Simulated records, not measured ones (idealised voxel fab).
The process module presented herein is designated voxel spacer lines.
Cross-section cut: width 225 nm, square cells of 5 nm.
How to read a cross-section here: the picture is a grid of square cells, written as bands going from the top down, and any band can span one or more rows of cells. Basically the band line says how high the top is and how high the bottom is, in nm, and then what's in it from left to right, every material with its width in nm. Empty space shows up as "empty", and if a single material carries "full width" it runs the full band edge to edge. Heights are reckoned from 0. Under this level, the received wafer is all of one material. The bottommost band is open-ended downward, for example "0 nm and below". The width entry "30..40" should be interpreted row by row: the top row of cells in the band takes the first number, the bottom row takes the second number, and the change between adjacent rows is uniform throughout. Given "nothing altered" for a step, no cell of the cross-section differs between before and after that step. You'll see "Closed void listing" listing empty spaces that have no way open to the top, as long as they're 8 cells or more; the notation is width x height at distance, where the distance is from the left edge, and all of it is in nm. If you see something after the settings on a step's line, that's the simulator's own remark about that step. overlay nm: step with mask; distance mask lay right of planned place; negative value = left of planned place.
The steps planned for the process are as follows
1. RECEIVE | material Si
2. CONFORMAL_DEP | material Al2O3 | thk nm 10
3. DIRECTIONAL_DEP | material TiN | thk nm 15
4. DIRECTIONAL_DEP | material polySi | thk nm 20
5. PATTERN | tone cover | mask id MANDREL | material resist | width nm 25 | pitch nm 80 | thk nm 30 | overlay nm 0
6. DIRECTIONAL_ETCH | etch materials polySi | depth nm 20
7. STRIP | etch materials resist
8. CONFORMAL_DEP | material SiO2 | thk nm 15
9. DIRECTIONAL_ETCH | etch materials SiO2 | depth nm 15
10. STRIP | etch materials polySi
11. DIRECTIONAL_ETCH | etch materials TiN | depth nm 15
12. STRIP | etch materials SiO2
13. FILL_DEP | material lowk | thk nm 10
14. CMP | height nm 25
Step 1 complete: cross-section of the wafer as received
> 0 nm and below  Si full width
> Closed void listing: none
The first of the two wafers as seen in cross-section once the module was finished; processing followed the plan
> 25 nm to 10 nm  45 lowk  15 TiN  25 lowk  15 TiN  25 lowk  15 TiN  25 lowk  15 TiN  45 lowk
> 10 nm to 0 nm  Al2O3 full width
> 0 nm and below  Si full width
> Closed void listing: none
Cross-sectional image of the second wafer of the two following completion of the module. Starting state and process plan were the same as for the first wafer; one execution error occurred
> 25 nm to 10 nm  lowk full width
> 10 nm to 0 nm  Al2O3 full width
> 0 nm and below  Si full width
> Closed void listing: none
Diagnosis: note that step 3 departed from the planned setting and was carried out as DIRECTIONAL_DEP | material lowk | thk nm 15
Count the cells at the end and the second wafer has more or fewer of some materials than the first: 36 fewer of TiN; 36 more of lowk
